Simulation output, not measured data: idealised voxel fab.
Process module heading - voxel self aligned contacts
Pictured: cross-section cut, 250 nm wide, on a grid of 5 nm square cells.
How to read a cross-section here: the picture is a grid of square cells, written as bands going from the top down, and any band can span one or more rows of cells. Heights first: top, then bottom, in nm. Then materials, left to right, each with a width in nm. "everywhere" on a single material: fills the band edge to edge. "blank": empty space. Ref level 0: as-received wafer is one material below here. Bottom band extends down with no lower bound ("0 nm and below"). You'd read "30 to 40" like this: the band's top row of cells is as wide as the first number, its bottom row is as wide as the second, and going down, every row changes width by the same amount as the row before did. You'll sometimes find "no change" written for a step, and that's the way of saying that nowhere in the cross-section did a cell change during that step. "closed voids" means: voids of 8 cells or more that are shut off from the top with no open way through. Written width x height at distance, distance from the left edge, in nm. Post-settings text on a step line: simulator's own remark regarding the step. On any step carrying a mask, the "overlay nm" setting, if present on the step's line, tells how far right of its planned place the mask lay; negative values point to the left.
**Here's what the planned process steps look like**
1 RECEIVE | material Si
2 OXIDIZE | depth nm 5
3 DIRECTIONAL_DEP | material polySi | thk nm 25
4 DIRECTIONAL_DEP | material SiN | thk nm 20
5 MASKED_ETCH | tone cover | mask id GATE | width nm 25 | pitch nm 70 | etch materials SiN | depth nm 20 | overlay nm 0
6 MASKED_ETCH | tone cover | mask id GATE | width nm 25 | pitch nm 70 | etch materials polySi | depth nm 25 | overlay nm 0
7 CONFORMAL_DEP | material SiN | thk nm 10
8 DIRECTIONAL_ETCH | etch materials SiN | depth nm 10
9 FILL_DEP | material SiO2 | thk nm 15
10 CMP | height nm 50
11 PATTERN | tone open | mask id CONTACT | material resist | width nm 55 | thk nm 20 | overlay nm 0
12 DIRECTIONAL_ETCH | etch materials SiO2 | depth nm 55
13 STRIP | etch materials resist
14 CONFORMAL_DEP | material TiN | thk nm 5
15 FILL_DEP | material Ru | thk nm 10
16 CMP | height nm 50
17 CONFORMAL_DEP | material SiN | thk nm 5
**Cross-sectional view of the wafer in its as-received condition, corresponding to the state after step 1**
0 nm and below  Si everywhere
closed voids: none
**First wafer of two, sectioned at end of module; run went per plan**
55 nm to 50 nm  SiN everywhere
50 nm to 45 nm  95 of SiO2; 20 of TiN; 15 of Ru; 20 of TiN; 100 of SiO2
45 nm to 25 nm  65 of SiO2; 45 of SiN; 5 of TiN; 15 of Ru; 5 of TiN; 45 of SiN; 70 of SiO2
25 nm to 0 nm  65 of SiO2; 10 of SiN; 25 of polySi; 10 of SiN; 5 of TiN; 15 of Ru; 5 of TiN; 10 of SiN; 25 of polySi; 10 of SiN; 70 of SiO2
0 nm to -5 nm  110 of SiO2; 25 of TiN; 115 of SiO2
-5 nm and below  Si everywhere
closed voids: none
**What the second wafer looks like in cross-section once the module is done. Its start and its plan matched the first wafer's exactly; what differed was one mistake in how it was run**
55 nm to 50 nm  SiN everywhere
50 nm to 45 nm  95 of SiO2; 20 of TiN; 15 of Ru; 20 of TiN; 100 of SiO2
45 nm to 30 nm  65 of SiO2; 45 of SiN; 5 of TiN; 15 of Ru; 5 of TiN; 45 of SiN; 70 of SiO2
30 nm to 25 nm  65 of SiO2; 45 of SiN; 25 of TiN; 45 of SiN; 70 of SiO2
25 nm to 0 nm  SiN everywhere
0 nm to -5 nm  SiO2 everywhere
-5 nm and below  Si everywhere
closed voids: none
What broke from the plan during processing? step 3 deviated from plan and actually ran as DIRECTIONAL_DEP | material SiN | thk nm 25
Final difference in cells, second wafer against first, listed per material as more or fewer: -18 Ru | +210 SiN | -130 SiO2 | -12 TiN | -50 polySi
